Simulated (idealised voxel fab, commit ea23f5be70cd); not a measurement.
Process module, titled voxel self aligned contacts
Cross-sectional view cut (width: 270 nm; square cell size: 5 nm).
Square cells in a grid make up a cross-section in this document, and the grid is given as bands, listed from the top down, each one or more rows of cells. Within each band entry, the heights of the top and of the bottom of the band appear first, in that order and in nm; the materials of the band then follow from left to right, each with its corresponding width in nm. The designation "throughout" on a single material indicates that it fills the band from edge to edge; the designation "air" indicates empty space. For the purposes of this specification, 0 denotes the height below which the wafer in its as-received condition is composed wholly of one material, and the lowermost band, lacking a lower limit, extends downward without end, as expressed in "from 0 down". So if you see something like "30->40" for the width, read it as the top row of the band sitting at the first number and the bottom row at the second, with every row in between moving by the same amount as the last. A step reported as "nothing got changed" is a step in which no cell of the cross-section changed. Basically, "Sealed-off cavities" tells you about the enclosed voids: empty spaces with no open way to the top, 8 cells or bigger, each written width x height at distance, where distance is from the left edge, all in nm. Post-settings text on a step line: simulator's own remark regarding the step. "overlay nm" denotes, for a step that has a mask, the displacement of the mask to the right of its planned place, with negative values corresponding to the left.
-- Steps in the process plan
- 1: RECEIVE: material Si
- 2: OXIDIZE: depth nm 5
- 3: DIRECTIONAL_DEP: material polySi, thk nm 25
- 4: DIRECTIONAL_DEP: material SiN, thk nm 20
- 5: PATTERN: tone cover, mask id GATE, material resist, width nm 25, pitch nm 70, thk nm 20, overlay nm 0
- 6: DIRECTIONAL_ETCH: etch materials SiN, depth nm 20
- 7: DIRECTIONAL_ETCH: etch materials polySi, depth nm 25
- 8: STRIP: etch materials resist
- 9: CONFORMAL_DEP: material SiN, thk nm 10
- 10: DIRECTIONAL_ETCH: etch materials SiN, depth nm 10
- 11: FILL_DEP: material SiO2, thk nm 10
- 12: CMP: height nm 50
- 13: PATTERN: tone open, mask id CONTACT, material resist, width nm 55, pitch nm 70, thk nm 15, overlay nm 0
- 14: DIRECTIONAL_ETCH: etch materials SiO2, depth nm 55
- 15: STRIP: etch materials resist
- 16: CONFORMAL_DEP: material TiN, thk nm 5
- 17: FILL_DEP: material W, thk nm 10
- 18: CMP: height nm 50
- 19: CONFORMAL_DEP: material SiN, thk nm 5
-- Incoming wafer in cross-section (state: after step 1)
from 0 down  Si throughout
Sealed-off cavities: none
-- The plan above was carried out on the starting structure above with one mistake, and this cross-section shows the wafer at the end of the module
from 70 to 65  SiN throughout
from 65 to 55  W throughout
from 55 to 50  75 TiN  45 W  25 TiN  45 W  80 TiN
from 50 to 45  70 SiO2  20 TiN  15 W  20 TiN  15 SiO2  20 TiN  15 W  20 TiN  75 SiO2
from 45 to 25  40 SiO2  45 SiN  5 TiN  15 W  5 TiN  45 SiN  5 TiN  15 W  5 TiN  45 SiN  45 SiO2
from 25 to 0  40 SiO2  10 SiN  25 polySi  10 SiN  5 TiN  15 W  5 TiN  10 SiN  25 polySi  10 SiN  5 TiN  15 W  5 TiN  10 SiN  25 polySi  10 SiN  45 SiO2
from 0 to -5  85 SiO2  25 TiN  45 SiO2  25 TiN  90 SiO2
from -5 down  Si throughout
Sealed-off cavities: none
So what did we get wrong on this run? step 18 of the plan never got run, it was skipped over
